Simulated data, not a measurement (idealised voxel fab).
Title: Process Module voxel self aligned vias
FYI the section here is cut, 220 nm wide, cells are 5 nm squares.
Square cells in a grid make up a cross-section in this document, and the grid is given as bands, listed from the top down, each one or more rows of cells. Quick guide to a band line: top height, bottom height (nm) up front; then every material left to right with its width in nm. Only one material and it's marked "full width"? Then it fills the band edge to edge. And "blank" just means empty space. Heights are reckoned from 0. Under this level, the received wafer is all of one material. The bottommost band is open-ended downward, for example "0 nm and below". A width given as "30->40" starts at the first number in the band's top row and ends at the second number in its bottom row, shifting by an equal amount at every step from row to row. It should be understood that the words "no modifications", when stated for a given step, signify that the cross-section underwent no change in any of its cells during that step. If an empty space has no open way to the top and is at least 8 cells in size, "Closed void register" lists it, written width x height at distance, where distance is measured from the left edge and every value is in nm. The remark found on a step's line after its settings is issued by the simulator itself and pertains to that step. The setting "overlay nm" may be written on the line of a step. When the step uses a mask, the value reports how far to the right of the planned place the mask lay, and a negative value reports that it lay to the left.

Listed below are the process steps as planned:
1: RECEIVE [material Si]
2: CONFORMAL_DEP [material SiO2] [thk nm 15]
3: CONFORMAL_DEP [material SiCN] [thk nm 5]
4: DIRECTIONAL_DEP [material lowk] [thk nm 20]
5: DIRECTIONAL_DEP [material aC] [thk nm 10]
6: PATTERN [tone open] [mask id LINES] [material resist] [width nm 20] [pitch nm 50] [thk nm 25] [overlay nm 0]
7: DIRECTIONAL_ETCH [etch materials aC] [depth nm 10]
8: STRIP [etch materials resist]
9: DIRECTIONAL_ETCH [etch materials lowk] [depth nm 20]
10: STRIP [etch materials aC]
11: CONFORMAL_DEP [material TiN] [thk nm 5]
12: FILL_DEP [material W] [thk nm 10]
13: CMP [height nm 40]
14: SELECTIVE_ETCH [etch materials W Ru TiN] [depth nm 10]
15: FILL_DEP [material SiN] [thk nm 5]
16: CMP [height nm 40]
17: DIRECTIONAL_DEP [material lowk] [thk nm 15]
18: PATTERN [tone open] [mask id VIAS] [material resist] [width nm 30] [pitch nm 50] [thk nm 15] [overlay nm 0]
19: DIRECTIONAL_ETCH [etch materials lowk] [depth nm 15]
20: DIRECTIONAL_ETCH [etch materials SiN] [depth nm 10]
21: STRIP [etch materials resist]
22: CONFORMAL_DEP [material TiN] [thk nm 5]
23: FILL_DEP [material W] [thk nm 10]
24: CMP [height nm 55]
25: CONFORMAL_DEP [material SiCN] [thk nm 5]

The first wafer of two, processed as planned:

This is the cross-section of the wafer as we received it, i.e. after step 1:
> 0 nm and below | Si full width
> Closed void register: none

Upon completion of step 2, the wafer appears in cross-section as shown:
> 15 nm to 0 nm | SiO2 full width
> Lower than 0, everything is as it was.

Upon completion of step 3, the wafer appears in cross-section as shown:
> 20 nm to 15 nm | SiCN full width
> Lower than 15, everything is as it was.

Upon completion of step 4, the wafer appears in cross-section as shown:
> 40 nm to 20 nm | lowk full width
> Lower than 20, everything is as it was.

Upon completion of step 5, the wafer appears in cross-section as shown:
> 50 nm to 40 nm | aC full width
> Lower than 40, everything is as it was.

Upon completion of step 6, the wafer appears in cross-section as shown:
> 75 nm to 50 nm | 50 of resist; 20 of blank; 30 of resist; 20 of blank; 30 of resist; 20 of blank; 50 of resist
> Lower than 50, everything is as it was.

Upon completion of step 7, the wafer appears in cross-section as shown:
> 65 nm to 50 nm | 50 of resist; 20 of blank; 30 of resist; 20 of blank; 30 of resist; 20 of blank; 50 of resist
> 50 nm to 40 nm | 50 of aC; 20 of blank; 30 of aC; 20 of blank; 30 of aC; 20 of blank; 50 of aC
> Lower than 40, everything is as it was.

Upon completion of step 8, the wafer appears in cross-section as shown:
> 50 nm to 40 nm | 50 of aC; 20 of blank; 30 of aC; 20 of blank; 30 of aC; 20 of blank; 50 of aC
> Lower than 40, everything is as it was.

Upon completion of step 9, the wafer appears in cross-section as shown:
> 50 nm to 40 nm | 50 of aC; 20 of blank; 30 of aC; 20 of blank; 30 of aC; 20 of blank; 50 of aC
> 40 nm to 20 nm | 50 of lowk; 20 of blank; 30 of lowk; 20 of blank; 30 of lowk; 20 of blank; 50 of lowk
> Lower than 20, everything is as it was.

Upon completion of step 10, the wafer appears in cross-section as shown:
> 40 nm to 20 nm | 50 of lowk; 20 of blank; 30 of lowk; 20 of blank; 30 of lowk; 20 of blank; 50 of lowk
> Lower than 20, everything is as it was.

Upon completion of step 11, the wafer appears in cross-section as shown:
> 45 nm to 40 nm | 55 of TiN; 10 of blank; 40 of TiN; 10 of blank; 40 of TiN; 10 of blank; 55 of TiN
> 40 nm to 25 nm | 50 of lowk; 5 of TiN; 10 of blank; 5 of TiN; 30 of lowk; 5 of TiN; 10 of blank; 5 of TiN; 30 of lowk; 5 of TiN; 10 of blank; 5 of TiN; 50 of lowk
> 25 nm to 20 nm | 50 of lowk; 20 of TiN; 30 of lowk; 20 of TiN; 30 of lowk; 20 of TiN; 50 of lowk
> Lower than 20, everything is as it was.

Upon completion of step 12, the wafer appears in cross-section as shown:
> 55 nm to 45 nm | W full width
> 45 nm to 40 nm | 55 of TiN; 10 of W; 40 of TiN; 10 of W; 40 of TiN; 10 of W; 55 of TiN
> 40 nm to 25 nm | 50 of lowk; 5 of TiN; 10 of W; 5 of TiN; 30 of lowk; 5 of TiN; 10 of W; 5 of TiN; 30 of lowk; 5 of TiN; 10 of W; 5 of TiN; 50 of lowk
> Lower than 25, everything is as it was.

Upon completion of step 13, the wafer appears in cross-section as shown:
> 40 nm to 25 nm | 50 of lowk; 5 of TiN; 10 of W; 5 of TiN; 30 of lowk; 5 of TiN; 10 of W; 5 of TiN; 30 of lowk; 5 of TiN; 10 of W; 5 of TiN; 50 of lowk
> Lower than 25, everything is as it was.

Upon completion of step 14, the wafer appears in cross-section as shown:
> 40 nm to 30 nm | 50 of lowk; 20 of blank; 30 of lowk; 20 of blank; 30 of lowk; 20 of blank; 50 of lowk
> Lower than 30, everything is as it was.

Upon completion of step 15, the wafer appears in cross-section as shown:
> 45 nm to 40 nm | SiN full width
> 40 nm to 30 nm | 50 of lowk; 20 of SiN; 30 of lowk; 20 of SiN; 30 of lowk; 20 of SiN; 50 of lowk
> Lower than 30, everything is as it was.

Upon completion of step 16, the wafer appears in cross-section as shown:
> 40 nm to 30 nm | 50 of lowk; 20 of SiN; 30 of lowk; 20 of SiN; 30 of lowk; 20 of SiN; 50 of lowk
> Lower than 30, everything is as it was.

Upon completion of step 17, the wafer appears in cross-section as shown:
> 55 nm to 40 nm | lowk full width
> Lower than 40, everything is as it was.

Upon completion of step 18, the wafer appears in cross-section as shown:
> 70 nm to 55 nm | 45 of resist; 30 of blank; 20 of resist; 30 of blank; 20 of resist; 30 of blank; 45 of resist
> Lower than 55, everything is as it was.

Upon completion of step 19, the wafer appears in cross-section as shown:
> 70 nm to 55 nm | 45 of resist; 30 of blank; 20 of resist; 30 of blank; 20 of resist; 30 of blank; 45 of resist
> 55 nm to 40 nm | 45 of lowk; 30 of blank; 20 of lowk; 30 of blank; 20 of lowk; 30 of blank; 45 of lowk
> Lower than 40, everything is as it was.

Upon completion of step 20, the wafer appears in cross-section as shown:
> 70 nm to 55 nm | 45 of resist; 30 of blank; 20 of resist; 30 of blank; 20 of resist; 30 of blank; 45 of resist
> 55 nm to 40 nm | 45 of lowk; 30 of blank; 20 of lowk; 30 of blank; 20 of lowk; 30 of blank; 45 of lowk
> 40 nm to 30 nm | 50 of lowk; 20 of blank; 30 of lowk; 20 of blank; 30 of lowk; 20 of blank; 50 of lowk
> Lower than 30, everything is as it was.

Upon completion of step 21, the wafer appears in cross-section as shown:
> 55 nm to 40 nm | 45 of lowk; 30 of blank; 20 of lowk; 30 of blank; 20 of lowk; 30 of blank; 45 of lowk
> Lower than 40, everything is as it was.

Upon completion of step 22, the wafer appears in cross-section as shown:
> 60 nm to 55 nm | 50 of TiN; 20 of blank; 30 of TiN; 20 of blank; 30 of TiN; 20 of blank; 50 of TiN
> 55 nm to 45 nm | 45 of lowk; 5 of TiN; 20 of blank; 5 of TiN; 20 of lowk; 5 of TiN; 20 of blank; 5 of TiN; 20 of lowk; 5 of TiN; 20 of blank; 5 of TiN; 45 of lowk
> 45 nm to 35 nm | 45->50 of lowk; 10->5 of TiN; 10 of blank; 10->5 of TiN; 20->30 of lowk; 10->5 of TiN; 10 of blank; 10->5 of TiN; 20->30 of lowk; 10->5 of TiN; 10 of blank; 10->5 of TiN; 45->50 of lowk
> 35 nm to 30 nm | 50 of lowk; 20 of TiN; 30 of lowk; 20 of TiN; 30 of lowk; 20 of TiN; 50 of lowk
> Lower than 30, everything is as it was.

Upon completion of step 23, the wafer appears in cross-section as shown:
> 70 nm to 60 nm | W full width
> 60 nm to 55 nm | 50 of TiN; 20 of W; 30 of TiN; 20 of W; 30 of TiN; 20 of W; 50 of TiN
> 55 nm to 45 nm | 45 of lowk; 5 of TiN; 20 of W; 5 of TiN; 20 of lowk; 5 of TiN; 20 of W; 5 of TiN; 20 of lowk; 5 of TiN; 20 of W; 5 of TiN; 45 of lowk
> 45 nm to 35 nm | 45->50 of lowk; 10->5 of TiN; 10 of W; 10->5 of TiN; 20->30 of lowk; 10->5 of TiN; 10 of W; 10->5 of TiN; 20->30 of lowk; 10->5 of TiN; 10 of W; 10->5 of TiN; 45->50 of lowk
> Lower than 35, everything is as it was.

Upon completion of step 24, the wafer appears in cross-section as shown:
> 55 nm to 45 nm | 45 of lowk; 5 of TiN; 20 of W; 5 of TiN; 20 of lowk; 5 of TiN; 20 of W; 5 of TiN; 20 of lowk; 5 of TiN; 20 of W; 5 of TiN; 45 of lowk
> Lower than 45, everything is as it was.

Upon completion of step 25, the wafer appears in cross-section as shown:
> 60 nm to 55 nm | SiCN full width
> Lower than 55, everything is as it was.

Second wafer: same start and same plan as the first, one execution error; identical to the first through step 10:

Look at the second wafer in cross-section at the time step 11 ought to have finished:
> 45 nm to 40 nm | 55 of SiCN; 10 of blank; 40 of SiCN; 10 of blank; 40 of SiCN; 10 of blank; 55 of SiCN
> 40 nm to 25 nm | 50 of lowk; 5 of SiCN; 10 of blank; 5 of SiCN; 30 of lowk; 5 of SiCN; 10 of blank; 5 of SiCN; 30 of lowk; 5 of SiCN; 10 of blank; 5 of SiCN; 50 of lowk
> 25 nm to 20 nm | 50 of lowk; 20 of SiCN; 30 of lowk; 20 of SiCN; 30 of lowk; 20 of SiCN; 50 of lowk
> Lower than 20, everything is as it was.

Look at the second wafer in cross-section at the time step 12 ought to have finished:
> 55 nm to 45 nm | W full width
> 45 nm to 40 nm | 55 of SiCN; 10 of W; 40 of SiCN; 10 of W; 40 of SiCN; 10 of W; 55 of SiCN
> 40 nm to 25 nm | 50 of lowk; 5 of SiCN; 10 of W; 5 of SiCN; 30 of lowk; 5 of SiCN; 10 of W; 5 of SiCN; 30 of lowk; 5 of SiCN; 10 of W; 5 of SiCN; 50 of lowk
> Lower than 25, everything is as it was.

Look at the second wafer in cross-section at the time step 13 ought to have finished:
> 40 nm to 25 nm | 50 of lowk; 5 of SiCN; 10 of W; 5 of SiCN; 30 of lowk; 5 of SiCN; 10 of W; 5 of SiCN; 30 of lowk; 5 of SiCN; 10 of W; 5 of SiCN; 50 of lowk
> Lower than 25, everything is as it was.

Look at the second wafer in cross-section at the time step 14 ought to have finished:
> 40 nm to 30 nm | 50 of lowk; 5 of SiCN; 10 of blank; 5 of SiCN; 30 of lowk; 5 of SiCN; 10 of blank; 5 of SiCN; 30 of lowk; 5 of SiCN; 10 of blank; 5 of SiCN; 50 of lowk
> Lower than 30, everything is as it was.

Look at the second wafer in cross-section at the time step 15 ought to have finished:
> 45 nm to 40 nm | SiN full width
> 40 nm to 30 nm | 50 of lowk; 5 of SiCN; 10 of SiN; 5 of SiCN; 30 of lowk; 5 of SiCN; 10 of SiN; 5 of SiCN; 30 of lowk; 5 of SiCN; 10 of SiN; 5 of SiCN; 50 of lowk
> Lower than 30, everything is as it was.

Look at the second wafer in cross-section at the time step 16 ought to have finished:
> 40 nm to 30 nm | 50 of lowk; 5 of SiCN; 10 of SiN; 5 of SiCN; 30 of lowk; 5 of SiCN; 10 of SiN; 5 of SiCN; 30 of lowk; 5 of SiCN; 10 of SiN; 5 of SiCN; 50 of lowk
> Lower than 30, everything is as it was.

Look at the second wafer in cross-section at the time step 17 ought to have finished:
> 55 nm to 40 nm | lowk full width
> Lower than 40, everything is as it was.

Look at the second wafer in cross-section at the time step 18 ought to have finished:
> 70 nm to 55 nm | 45 of resist; 30 of blank; 20 of resist; 30 of blank; 20 of resist; 30 of blank; 45 of resist
> Lower than 55, everything is as it was.

Look at the second wafer in cross-section at the time step 19 ought to have finished:
> 70 nm to 55 nm | 45 of resist; 30 of blank; 20 of resist; 30 of blank; 20 of resist; 30 of blank; 45 of resist
> 55 nm to 40 nm | 45 of lowk; 30 of blank; 20 of lowk; 30 of blank; 20 of lowk; 30 of blank; 45 of lowk
> Lower than 40, everything is as it was.

Look at the second wafer in cross-section at the time step 20 ought to have finished:
> 70 nm to 55 nm | 45 of resist; 30 of blank; 20 of resist; 30 of blank; 20 of resist; 30 of blank; 45 of resist
> 55 nm to 40 nm | 45 of lowk; 30 of blank; 20 of lowk; 30 of blank; 20 of lowk; 30 of blank; 45 of lowk
> 40 nm to 30 nm | 50 of lowk; 5 of SiCN; 10 of blank; 5 of SiCN; 30 of lowk; 5 of SiCN; 10 of blank; 5 of SiCN; 30 of lowk; 5 of SiCN; 10 of blank; 5 of SiCN; 50 of lowk
> Lower than 30, everything is as it was.

Look at the second wafer in cross-section at the time step 21 ought to have finished:
> 55 nm to 40 nm | 45 of lowk; 30 of blank; 20 of lowk; 30 of blank; 20 of lowk; 30 of blank; 45 of lowk
> Lower than 40, everything is as it was.

Look at the second wafer in cross-section at the time step 22 ought to have finished:
> 60 nm to 55 nm | 50 of TiN; 20 of blank; 30 of TiN; 20 of blank; 30 of TiN; 20 of blank; 50 of TiN
> 55 nm to 45 nm | 45 of lowk; 5 of TiN; 20 of blank; 5 of TiN; 20 of lowk; 5 of TiN; 20 of blank; 5 of TiN; 20 of lowk; 5 of TiN; 20 of blank; 5 of TiN; 45 of lowk
> 45 nm to 40 nm | 45 of lowk; 30 of TiN; 20 of lowk; 30 of TiN; 20 of lowk; 30 of TiN; 45 of lowk
> 40 nm to 30 nm | 50 of lowk; 5 of SiCN; 10 of TiN; 5 of SiCN; 30 of lowk; 5 of SiCN; 10 of TiN; 5 of SiCN; 30 of lowk; 5 of SiCN; 10 of TiN; 5 of SiCN; 50 of lowk
> Lower than 30, everything is as it was.

Look at the second wafer in cross-section at the time step 23 ought to have finished:
> 70 nm to 60 nm | W full width
> 60 nm to 55 nm | 50 of TiN; 20 of W; 30 of TiN; 20 of W; 30 of TiN; 20 of W; 50 of TiN
> 55 nm to 45 nm | 45 of lowk; 5 of TiN; 20 of W; 5 of TiN; 20 of lowk; 5 of TiN; 20 of W; 5 of TiN; 20 of lowk; 5 of TiN; 20 of W; 5 of TiN; 45 of lowk
> Lower than 45, everything is as it was.

Look at the second wafer in cross-section at the time step 24 ought to have finished:
> 55 nm to 45 nm | 45 of lowk; 5 of TiN; 20 of W; 5 of TiN; 20 of lowk; 5 of TiN; 20 of W; 5 of TiN; 20 of lowk; 5 of TiN; 20 of W; 5 of TiN; 45 of lowk
> Lower than 45, everything is as it was.

Look at the second wafer in cross-section at the time step 25 ought to have finished:
> 60 nm to 55 nm | SiCN full width
> Lower than 55, everything is as it was.
Against the plan, the run slipped here: so step 11 ended up running with a different setting than we planned, it ran as CONFORMAL_DEP [material SiCN] [thk nm 5]
Upon completion, the second wafer contains, in terms of cells, a greater or smaller amount of certain materials than the first wafer: SiCN +30 | TiN -18 | W -12
